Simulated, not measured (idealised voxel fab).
Process module in this document: voxel trench capacitor
Cross-section cut spans 215 nm and uses square cells 5 nm in size.
How to read a cross-section here: the picture is a grid of square cells, written as bands going from the top down, and any band can span one or more rows of cells.
Each band's line starts with the height of the band's top and of its bottom, in nm. Then come its materials from left to right, each with its width in nm. One material with "full width" fills the band from edge to edge. "empty" is empty space.
The level at which height equals 0 is the one under which the wafer, as it arrives, is entirely one material. No lower edge exists for the bottom band, which continues downward and is notated as in "0 and below".
When a width is written as two numbers, as in "30..40", the first number is the width in the top row of cells of the band and the second is the width in its bottom row, and the width changes by the same amount from each row to the next.
"stayed the same" for a step: no cell of the cross-section changed in that step.
Empty spaces without an open route to the top, at least 8 cells in extent, make up the entry "Enclosed empty spaces"; each is given as width x height at distance, where the distance is measured from the left edge, and all are in nm.
On each step's line, the part that comes after the settings is the simulator's own comment on the step.
When a step includes a mask, the "overlay nm" setting on its line states how far to the right of its planned place that mask lay, and negative values state how far to the left.

### Here's what the planned process steps look like
1) RECEIVE: material Si
2) CONFORMAL_DEP: material SiN, thk nm 10
3) MASKED_ETCH: tone open, mask id TRENCH, width nm 30, pitch nm 45, etch materials SiN, depth nm 10, overlay nm -15
4) MASKED_ETCH: tone open, mask id TRENCH, width nm 30, pitch nm 45, etch materials Si, depth nm 25, overlay nm 0
5) CONFORMAL_DEP: material Al2O3, thk nm 5
6) CONFORMAL_DEP: material TiN, thk nm 5
7) FILL_DEP: material W, thk nm 5
8) CMP: height nm 10
The plan's step 3 overlay nm is the first wafer's value; the wafers differ in this setting and start identical.

### Sectional view: first of several wafers, as received, after step 1
* 0 and below | Si full width
* Enclosed empty spaces: none

### Module finished, last step 8 done: cross-section of the first of several wafers
* 10 down to 0 | 30 nm SiN; 5..20 nm Al2O3; 20..5 nm TiN; 5 nm Al2O3; 15 nm SiN; 5..20 nm Al2O3; 20..5 nm TiN; 5 nm Al2O3; 15 nm SiN; 5..20 nm Al2O3; 20..5 nm TiN; 5 nm Al2O3; 65 nm SiN
* 0 down to -20 | 45 nm Si; 5 nm Al2O3; 5 nm TiN; 5 nm Al2O3; 30 nm Si; 5 nm Al2O3; 5 nm TiN; 5 nm Al2O3; 30 nm Si; 5 nm Al2O3; 5 nm TiN; 5 nm Al2O3; 65 nm Si
* -20 down to -25 | 45 nm Si; 15 nm Al2O3; 30 nm Si; 15 nm Al2O3; 30 nm Si; 15 nm Al2O3; 65 nm Si
* -25 and below | Si full width
* Enclosed empty spaces: none

### Cross-section, last wafer, module completion
* 10 down to 0 | 60 nm SiN; 5 nm Al2O3; 20..5 nm TiN; 5..20 nm Al2O3; 15 nm SiN; 5 nm Al2O3; 20..5 nm TiN; 5..20 nm Al2O3; 15 nm SiN; 5 nm Al2O3; 20..5 nm TiN; 5..20 nm Al2O3; 35 nm SiN
* 0 down to -20 | 60 nm Si; 5 nm Al2O3; 5 nm TiN; 5 nm Al2O3; 30 nm Si; 5 nm Al2O3; 5 nm TiN; 5 nm Al2O3; 30 nm Si; 5 nm Al2O3; 5 nm TiN; 5 nm Al2O3; 50 nm Si
* -20 down to -25 | 60 nm Si; 15 nm Al2O3; 30 nm Si; 15 nm Al2O3; 30 nm Si; 15 nm Al2O3; 50 nm Si
* -25 and below | Si full width
* Enclosed empty spaces: none

### Table: wafers, a row each; end-of-module cell change per material since receipt, gain (+), loss (-); then closed voids
overlay nm -15 | +54 Al2O3 | -45 Si | +50 SiN | +27 TiN | Enclosed empty spaces: none
overlay nm -10 | +54 Al2O3 | -60 Si | +50 SiN | +42 TiN | Enclosed empty spaces: none
overlay nm -5 | +54 Al2O3 | -75 Si | +50 SiN | +42 TiN | +15 W | Enclosed empty spaces: none
overlay nm 0 | +54 Al2O3 | -90 Si | +50 SiN | +42 TiN | +30 W | Enclosed empty spaces: none
overlay nm 5 | +54 Al2O3 | -75 Si | +50 SiN | +42 TiN | +15 W | Enclosed empty spaces: none
overlay nm 10 | +54 Al2O3 | -60 Si | +50 SiN | +42 TiN | Enclosed empty spaces: none
overlay nm 15 | +54 Al2O3 | -45 Si | +50 SiN | +27 TiN | Enclosed empty spaces: none
